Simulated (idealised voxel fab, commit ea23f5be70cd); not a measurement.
This is a process module. Its name is voxel air gaps.
Cross-section cut spans 210 nm and uses square cells 5 nm in size.
The cross-sections in this document take the form of a grid made of square cells. They are written out as bands, in order from top to bottom. Each band consists of one or more rows of cells.
Band entry format. Leading values: height of top, height of bottom, nm. Remainder: materials in left-to-right order, each with its width in nm. Special words: "throughout" on a single material, which then fills the band edge to edge; "empty", empty space.
Height is counted from the level 0, under which the received wafer is composed throughout of one material. The lowest of the bands is not closed at the bottom but continues downward, in the notation "0 nm and below".
A width given as "30..40" starts at the first number in the band's top row and ends at the second number in its bottom row, shifting by an equal amount at every step from row to row.
Key: "no alterations made" - step with no changed cell in the cross-section.
Closed-off voids of 8+ cells (no open route to the top) go in "Enclosed internal cavities", written width x height at distance from the left edge, in nm.
Post-settings text on a step line: simulator's own remark regarding the step.
What "overlay nm" on a step's line means: if the step has a mask, that mask lay this far to the right of its planned place, or, when the value is negative, to the left.
Planned process steps
1 RECEIVE, material Si
2 CONFORMAL_DEP, material SiO2, thk nm 15
3 CONFORMAL_DEP, material SiCN, thk nm 5
4 DIRECTIONAL_DEP, material SiO2, thk nm 40
5 DIRECTIONAL_DEP, material aC, thk nm 15
6 PATTERN, tone open, mask id LINES, material resist, width nm 20, pitch nm 50, thk nm 35, overlay nm 0
7 DIRECTIONAL_ETCH, etch materials aC, depth nm 15
8 STRIP, etch materials resist
9 DIRECTIONAL_ETCH, etch materials SiO2, depth nm 40
10 STRIP, etch materials aC
11 CONFORMAL_DEP, material TiN, thk nm 5
12 FILL_DEP, material Ru, thk nm 10
13 CMP, height nm 60
14 EPI, material Ru, thk nm 10
15 SELECTIVE_ETCH, etch materials SiO2, depth nm 50
16 CONFORMAL_DEP, material SiCN, thk nm 5
The cross-section here shows the wafer as received, i.e. in its state after step 1
* 0 nm and below: Si throughout
* Enclosed internal cavities: none
The module was run from the start shown above using the plan shown above, but one mistake was made doing it; the resulting wafer cross-section is below
* 85 nm to 80 nm: SiCN throughout
* 80 nm to 60 nm: Ru throughout
* 60 nm to 25 nm: 20 nm SiO2  5 nm TiN  10 nm Ru  5 nm TiN  30 nm SiO2  5 nm TiN  10 nm Ru  5 nm TiN  30 nm SiO2  5 nm TiN  10 nm Ru  5 nm TiN  30 nm SiO2  5 nm TiN  10 nm Ru  5 nm TiN  20 nm SiO2
* 25 nm to 20 nm: 20 nm SiO2  20 nm TiN  30 nm SiO2  20 nm TiN  30 nm SiO2  20 nm TiN  30 nm SiO2  20 nm TiN  20 nm SiO2
* 20 nm to 15 nm: SiCN throughout
* 15 nm to 0 nm: SiO2 throughout
* 0 nm and below: Si throughout
* Enclosed internal cavities: none
Error vs. plan: step 14, plan: ran twice
